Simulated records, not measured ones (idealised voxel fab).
Name of the process module below: voxel self aligned contacts
The figure presents cross-section cut, which has a width of 285 nm and is divided into square cells with an edge length of 5 nm.
A cross-section is a grid of square cells, given in bands from the top down. A band is one or more rows of cells.
Read a band's entry like this: the first values are the height of its top and the height of its bottom in nm, and what follows is the sequence of materials from left to right, each with its width in nm. Note that "air" is empty space, and that a single material marked "all across" reaches across the band from edge to edge.
Height 0 is the level under which the wafer as received is all one material. The lowest band goes on downwards, as in "top 0, no bottom".
Read "30->40" as a graded width: first number on top, second number at the bottom, same change between each pair of neighbouring rows.
The designation "everything unchanged", where it is given for a processing step, indicates that no cell of the cross-section was altered in the course of that step.
In the "Fully sealed voids" entry, you get each enclosed empty space of 8 cells or more, one with no open way to the top, written width x height at distance, distance from the left edge, in nm.
Where a step's line continues beyond its settings, the continuation is a remark by the simulator itself on that step.
"overlay nm" on a masked step: distance the mask lay right of its planned place, negative for left.

[The following list gives the planned process steps]
1,RECEIVE [material Si]
2,OXIDIZE [depth nm 5]
3,DIRECTIONAL_DEP [material polySi] [thk nm 20]
4,DIRECTIONAL_DEP [material SiN] [thk nm 20]
5,PATTERN [tone cover] [mask id GATE] [material resist] [width nm 30] [pitch nm 65] [thk nm 20] [overlay nm 0]
6,DIRECTIONAL_ETCH [etch materials SiN] [depth nm 20]
7,DIRECTIONAL_ETCH [etch materials polySi] [depth nm 20]
8,STRIP [etch materials resist]
9,CONFORMAL_DEP [material SiN] [thk nm 10]
10,DIRECTIONAL_ETCH [etch materials SiN] [depth nm 10]
11,FILL_DEP [material SiO2] [thk nm 15]
12,CMP [height nm 50]
13,MASKED_ETCH [tone open] [mask id CONTACT] [width nm 45] [etch materials SiO2] [depth nm 55] [overlay nm 0]
14,CONFORMAL_DEP [material TiN] [thk nm 5]
15,FILL_DEP [material W] [thk nm 10]
16,CMP [height nm 50]
17,CONFORMAL_DEP [material SiN] [thk nm 5]

[Cross-section of the wafer at receipt, which is the condition after step 1]
    top 0, no bottom | Si all across
    Fully sealed voids: none

[First of two wafers at the end of the module, shown in cross-section; run carried out as planned]
    top 55, bottom 50 | SiN all across
    top 50, bottom 40 | 120 nm SiO2 / 5->20 nm TiN / 35->5 nm W / 5->20 nm TiN / 120 nm SiO2
    top 40, bottom 20 | 85 nm SiO2 / 50 nm SiN / 5 nm TiN / 5 nm W / 5 nm TiN / 50 nm SiN / 85 nm SiO2
    top 20, bottom 0 | 85 nm SiO2 / 10 nm SiN / 30 nm polySi / 10 nm SiN / 5 nm TiN / 5 nm W / 5 nm TiN / 10 nm SiN / 30 nm polySi / 10 nm SiN / 85 nm SiO2
    top 0, bottom -5 | 135 nm SiO2 / 15 nm TiN / 135 nm SiO2
    top -5, no bottom | Si all across
    Fully sealed voids: none

[End of module, second wafer, cross-section. Started like the first, planned like the first, run with one mistake]
    top 55, bottom 50 | SiN all across
    top 50, bottom 40 | 120 nm SiO2 / 5->20 nm TiN / 35->5 nm W / 5->20 nm TiN / 120 nm SiO2
    top 40, bottom 20 | 85 nm SiO2 / 50 nm SiN / 5 nm TiN / 5 nm W / 5 nm TiN / 50 nm SiN / 85 nm SiO2
    top 20, bottom 5 | 85 nm SiO2 / 10 nm SiN / 30 nm polySi / 10 nm SiN / 5 nm TiN / 5 nm W / 5 nm TiN / 10 nm SiN / 30 nm polySi / 10 nm SiN / 85 nm SiO2
    top 5, bottom 0 | 85 nm SiO2 / 10 nm SiN / 30 nm polySi / 10 nm SiN / 15 nm TiN / 10 nm SiN / 30 nm polySi / 10 nm SiN / 85 nm SiO2
    top 0, no bottom | Si all across
    Fully sealed voids: none
So what did we get wrong on this run? no execution of plan step 2; skipped
It is noted that, at the conclusion of processing, the second wafer exhibits a higher or lower cell count for certain materials relative to the first: Si +57, SiO2 -54, TiN -2, W -1
